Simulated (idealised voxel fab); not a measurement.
process module | voxel capacitor over wiring
cross-section cut | 295 nm wide | cells 5 nm
A cross-section is a grid of square cells, given in bands from the top down. A band is one or more rows of cells.
Each band's line starts with the height of the band's top and of its bottom, in nm. Then come its materials from left to right, each with its width in nm. One material with "throughout" fills the band from edge to edge. "air" is empty space.
Height 0 is the level under which the wafer as received is all one material. The lowest band goes on downwards, as in "0 down".
A width such as "30 to 40" changes by the same amount from each row of cells to the next, from the band's top row to its bottom row.
"no change" after a step means that no cell of the cross-section changed.
closed voids: empty space of 8 cells or more with no open way to the top, each as width x height at its distance from the left edge, in nm
after a step's settings: what the simulator itself notes on the step
overlay nm, on a step with a mask: how far to the right of its planned place the mask lay; to the left if negative
plan
1 op RECEIVE | material Si
2 op CONFORMAL_DEP | material SiO2 | thk nm 15
3 op CONFORMAL_DEP | material SiCN | thk nm 5
4 op DIRECTIONAL_DEP | material SiO2 | thk nm 25
5 op PATTERN | tone open | mask id METAL_1 | material resist | width nm 30 | pitch nm 95 | thk nm 20 | overlay nm 0
6 op DIRECTIONAL_ETCH | etch materials SiO2 | depth nm 25
7 op DIRECTIONAL_ETCH | etch materials SiCN | depth nm 5
8 op STRIP | etch materials resist
9 op CONFORMAL_DEP | material TiN | thk nm 5
10 op FILL_DEP | material Cu | thk nm 10
11 op CMP | height nm 45
12 op CONFORMAL_DEP | material SiCN | thk nm 5
13 op DIRECTIONAL_DEP | material SiO2 | thk nm 10
14 op MASKED_ETCH | tone open | mask id PLUG_1 | width nm 15 | etch materials SiO2 | depth nm 10 | overlay nm 0
15 op MASKED_ETCH | tone open | mask id PLUG_1 | width nm 15 | etch materials SiCN | depth nm 5 | overlay nm 0
16 op EPI | material Ru | thk nm 10
17 op EPI | material Ru | thk nm 5
18 op DIRECTIONAL_DEP | material TiN | thk nm 5
19 op DIRECTIONAL_DEP | material SiN | thk nm 5
20 op DIRECTIONAL_DEP | material TiN | thk nm 5
21 op MASKED_ETCH | tone cover | mask id UPPER_PLATE | width nm 70 | etch materials TiN | depth nm 5 | overlay nm 0
22 op MASKED_ETCH | tone cover | mask id UPPER_PLATE | width nm 70 | etch materials SiN | depth nm 5 | overlay nm 0
23 op DIRECTIONAL_DEP | material aC | thk nm 15
24 op PATTERN | tone cover | mask id LOWER_PLATE | material resist | width nm 80 | thk nm 35 | overlay nm 0
25 op DIRECTIONAL_ETCH | etch materials aC | depth nm 15
26 op STRIP | etch materials resist
27 op DIRECTIONAL_ETCH | etch materials TiN | depth nm 5
28 op STRIP | etch materials aC
29 op FILL_DEP | material SiO2 | thk nm 15
30 op CMP | height nm 85
31 op DIRECTIONAL_DEP | material aC | thk nm 10
32 op PATTERN | tone open | mask id PLUG_2 | material resist | width nm 15 | thk nm 25 | overlay nm 0
33 op DIRECTIONAL_ETCH | etch materials aC | depth nm 10
34 op STRIP | etch materials resist
35 op DIRECTIONAL_ETCH | etch materials SiO2 | depth nm 10
36 op STRIP | etch materials aC
37 op CONFORMAL_DEP | material TiN | thk nm 5
38 op FILL_DEP | material Ru | thk nm 5
39 op CMP | height nm 85
40 op CONFORMAL_DEP | material SiCN | thk nm 5
varied across the wafers: width nm of step 32. The plan shows the first wafer's value. All wafers start alike
first wafer as received, after step 1
  0 down: Si throughout
  closed voids: none
each wafer at the end: cells of each material gained (+) or lost (-) since it was received, then its closed voids
width nm 15 | +40 Cu | +10 Ru | +162 SiCN | +14 SiN | +769 SiO2 | +67 TiN | closed voids: none
width nm 20 | +40 Cu | +11 Ru | +162 SiCN | +14 SiN | +767 SiO2 | +68 TiN | closed voids: none
width nm 25 | +40 Cu | +12 Ru | +162 SiCN | +14 SiN | +765 SiO2 | +69 TiN | closed voids: none
width nm 30 | +40 Cu | +13 Ru | +162 SiCN | +14 SiN | +763 SiO2 | +70 TiN | closed voids: none
